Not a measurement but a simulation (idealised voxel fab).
voxel transistor to metal: a process module
Cross-section cut: width 210 nm, square cells of 5 nm.
Cross-sections here: square-cell grids, written as top-down lists of bands, a band being one or more rows of cells.
Band: top and bottom heights (nm) first, top before bottom; then materials from left to right, widths in nm. "all across" marks a sole material filling the band edge to edge. "empty" denotes empty space.
Height 0 is the level under which the wafer as received is all one material. The lowest band goes on downwards, as in "0 and below".
Width: "30 to 40" (first number = top row, second number = bottom row, same change from row to row of cells).
Step note "nothing got changed" = no cross-section cell changed.
The label "Sealed void inventory" introduces a list of the empty spaces, 8 cells or larger, that have no open way up to the top; each entry in it reads width x height at distance, where the distance is taken from the left edge and all three are stated in nm.
Past the settings on a step's line: simulator remark, on that step.
overlay nm: mask offset rightward from planned place, masked step; negative means leftward offset.

Process steps - plan
1,RECEIVE with material Si
2,CONFORMAL_DEP with material SiO2, thk nm 5
3,CONFORMAL_DEP with material SiN, thk nm 15
4,PATTERN with tone cover, mask id ACTIVE, material resist, width nm 115, thk nm 15, overlay nm 0
5,DIRECTIONAL_ETCH with etch materials SiN, depth nm 15
6,DIRECTIONAL_ETCH with etch materials SiO2, depth nm 5
7,DIRECTIONAL_ETCH with etch materials Si, depth nm 20
8,STRIP with etch materials resist
9,FILL_DEP with material SiO2, thk nm 10
10,CMP with height nm 20
11,SELECTIVE_ETCH with etch materials SiO2, depth nm 15
12,STRIP with etch materials SiN
13,SELECTIVE_ETCH with etch materials SiO2, depth nm 5
14,OXIDIZE with depth nm 5
15,DIRECTIONAL_DEP with material polySi, thk nm 25
16,DIRECTIONAL_DEP with material SiCN, thk nm 10
17,PATTERN with tone cover, mask id GATE, material resist, width nm 25, thk nm 20, overlay nm 0
18,DIRECTIONAL_ETCH with etch materials SiCN, depth nm 20
19,DIRECTIONAL_ETCH with etch materials polySi, depth nm 35
20,STRIP with etch materials resist
21,CONFORMAL_DEP with material SiO2, thk nm 5
22,DIRECTIONAL_ETCH with etch materials SiO2, depth nm 5
23,CONFORMAL_DEP with material SiN, thk nm 10
24,DIRECTIONAL_ETCH with etch materials SiN, depth nm 10
25,DIRECTIONAL_ETCH with etch materials SiO2, depth nm 5
26,DIRECTIONAL_ETCH with etch materials Si, depth nm 15
27,EPI with material pSi, thk nm 20
28,FILL_DEP with material SiO2, thk nm 10
29,CMP with height nm 35
30,DIRECTIONAL_DEP with material SiO2, thk nm 15
31,DIRECTIONAL_DEP with material aC, thk nm 15
32,PATTERN with tone open, mask id CONTACT, material resist, width nm 30, pitch nm 65, thk nm 30, overlay nm 0
33,DIRECTIONAL_ETCH with etch materials aC, depth nm 15
34,STRIP with etch materials resist
35,DIRECTIONAL_ETCH with etch materials SiO2, depth nm 35
36,STRIP with etch materials aC
37,CONFORMAL_DEP with material TiN, thk nm 5
38,FILL_DEP with material W, thk nm 10
39,CMP with height nm 50
40,CONFORMAL_DEP with material SiCN, thk nm 5
41,DIRECTIONAL_DEP with material lowk, thk nm 20
42,DIRECTIONAL_DEP with material aC, thk nm 10
43,PATTERN with tone open, mask id METAL_1, material resist, width nm 15, pitch nm 80, thk nm 30, overlay nm 0
44,DIRECTIONAL_ETCH with etch materials aC, depth nm 10
45,STRIP with etch materials resist
46,DIRECTIONAL_ETCH with etch materials lowk, depth nm 20
47,DIRECTIONAL_ETCH with etch materials SiCN, depth nm 5
48,STRIP with etch materials aC
49,CONFORMAL_DEP with material TiN, thk nm 5
50,FILL_DEP with material W, thk nm 10
51,CMP with height nm 75
52,EPI with material Ru, thk nm 5
53,FILL_DEP with material SiCN, thk nm 5
54,DIRECTIONAL_DEP with material SiO2, thk nm 30
55,PATTERN with tone open, mask id METAL_2, material resist, width nm 15, pitch nm 80, thk nm 20, overlay nm 0
56,DIRECTIONAL_ETCH with etch materials SiO2, depth nm 20
57,STRIP with etch materials resist
58,MASKED_ETCH with tone open, mask id METAL_2_HOLES, width nm 15, pitch nm 80, etch materials SiO2, depth nm 10, overlay nm 0
59,MASKED_ETCH with tone open, mask id METAL_2_HOLES, width nm 15, pitch nm 80, etch materials SiCN, depth nm 5, overlay nm 0
60,CONFORMAL_DEP with material TiN, thk nm 5
61,FILL_DEP with material Cu, thk nm 10
62,CMP with height nm 115
63,CONFORMAL_DEP with material SiN, thk nm 5

As-received state of the wafer in cross-section, equivalent to post-step 1
- 0 and below: Si all across
- Sealed void inventory: none

Wafer cross-section at module end: first of two, run to plan
- 120 down to 115: SiN all across
- 115 down to 85: 55 nm SiO2  5 nm TiN  5 nm Cu  5 nm TiN  65 nm SiO2  5 nm TiN  5 nm Cu  5 nm TiN  60 nm SiO2
- 85 down to 80: 55 nm SiCN  15 nm TiN  65 nm SiCN  15 nm TiN  60 nm SiCN
- 80 down to 75: 50 nm SiCN  25 nm Ru  55 nm SiCN  25 nm Ru  55 nm SiCN
- 75 down to 55: 55 nm lowk  5 nm TiN  5 nm W  5 nm TiN  65 nm lowk  5 nm TiN  5 nm W  5 nm TiN  60 nm lowk
- 55 down to 50: 55 nm SiCN  15 nm TiN  65 nm SiCN  15 nm TiN  60 nm SiCN
- 50 down to 40: 55 nm SiO2  5 nm TiN  20 nm W  5 nm TiN  35 nm SiO2  5 nm TiN  20 nm W  5 nm TiN  60 nm SiO2
- 40 down to 35: 55 nm SiO2  5 nm TiN  10 nm W  15 nm TiN  35 nm SiO2  15 nm TiN  10 nm W  5 nm TiN  60 nm SiO2
- 35 down to 25: 55 nm SiO2  5 nm TiN  10 nm W  5 nm TiN  10 nm SiN  5 nm SiO2  25 nm SiCN  5 nm SiO2  10 nm SiN  5 nm TiN  10 nm W  5 nm TiN  60 nm SiO2
- 25 down to 20: 55 nm SiO2  5 nm TiN  10 nm W  5 nm TiN  10 nm SiN  5 nm SiO2  25 nm polySi  5 nm SiO2  10 nm SiN  5 nm TiN  10 nm W  5 nm TiN  60 nm SiO2
- 20 down to 15: 55 nm SiO2  20 nm TiN  10 nm SiN  5 nm SiO2  25 nm polySi  5 nm SiO2  10 nm SiN  20 nm TiN  60 nm SiO2
- 15 down to 0: 55 nm SiO2  20 nm pSi  10 nm SiN  5 nm SiO2  25 nm polySi  5 nm SiO2  10 nm SiN  20 nm pSi  60 nm SiO2
- 0 down to -5: 40 nm SiO2  35 nm pSi  55 nm SiO2  35 nm pSi  45 nm SiO2
- -5 down to -20: 45 nm SiO2  30 nm pSi  55 nm Si  30 nm pSi  50 nm SiO2
- -20 and below: Si all across
- Sealed void inventory: none

Same start, same plan as the first wafer - but one mistake in the run. Cross-section of the second of the two at the end of the module
- 120 down to 115: SiN all across
- 115 down to 110: Cu all across
- 110 down to 105: 50 nm Cu  25 nm TiN  55 nm Cu  25 nm TiN  55 nm Cu
- 105 down to 100: 50 nm Cu  5 nm TiN  15 nm SiO2  5 nm TiN  55 nm Cu  5 nm TiN  15 nm SiO2  5 nm TiN  55 nm Cu
- 100 down to 95: 55 nm TiN  15 nm SiO2  65 nm TiN  15 nm SiO2  60 nm TiN
- 95 down to 85: SiO2 all across
- 85 down to 80: SiCN all across
- 80 down to 75: 50 nm SiCN  25 nm Ru  55 nm SiCN  25 nm Ru  55 nm SiCN
- 75 down to 55: 55 nm lowk  5 nm TiN  5 nm W  5 nm TiN  65 nm lowk  5 nm TiN  5 nm W  5 nm TiN  60 nm lowk
- 55 down to 50: 55 nm SiCN  15 nm TiN  65 nm SiCN  15 nm TiN  60 nm SiCN
- 50 down to 40: 55 nm SiO2  5 nm TiN  20 nm W  5 nm TiN  35 nm SiO2  5 nm TiN  20 nm W  5 nm TiN  60 nm SiO2
- 40 down to 35: 55 nm SiO2  5 nm TiN  10 nm W  15 nm TiN  35 nm SiO2  15 nm TiN  10 nm W  5 nm TiN  60 nm SiO2
- 35 down to 25: 55 nm SiO2  5 nm TiN  10 nm W  5 nm TiN  10 nm SiN  5 nm SiO2  25 nm SiCN  5 nm SiO2  10 nm SiN  5 nm TiN  10 nm W  5 nm TiN  60 nm SiO2
- 25 down to 20: 55 nm SiO2  5 nm TiN  10 nm W  5 nm TiN  10 nm SiN  5 nm SiO2  25 nm polySi  5 nm SiO2  10 nm SiN  5 nm TiN  10 nm W  5 nm TiN  60 nm SiO2
- 20 down to 15: 55 nm SiO2  20 nm TiN  10 nm SiN  5 nm SiO2  25 nm polySi  5 nm SiO2  10 nm SiN  20 nm TiN  60 nm SiO2
- 15 down to 0: 55 nm SiO2  20 nm pSi  10 nm SiN  5 nm SiO2  25 nm polySi  5 nm SiO2  10 nm SiN  20 nm pSi  60 nm SiO2
- 0 down to -5: 40 nm SiO2  35 nm pSi  55 nm SiO2  35 nm pSi  45 nm SiO2
- -5 down to -20: 45 nm SiO2  30 nm pSi  55 nm Si  30 nm pSi  50 nm SiO2
- -20 and below: Si all across
- Sealed void inventory: none
Want to know what went wrong? it should be noted that step 55 was executed with settings other than those planned, the operation and settings actually applied being PATTERN with tone cover, mask id METAL_2, material resist, width nm 15, pitch nm 80, thk nm 20, overlay nm 0
The final cell counts differ between the wafers, with the second having more or fewer of some materials than the first: +94 Cu | +6 SiCN | -120 SiO2 | +20 TiN
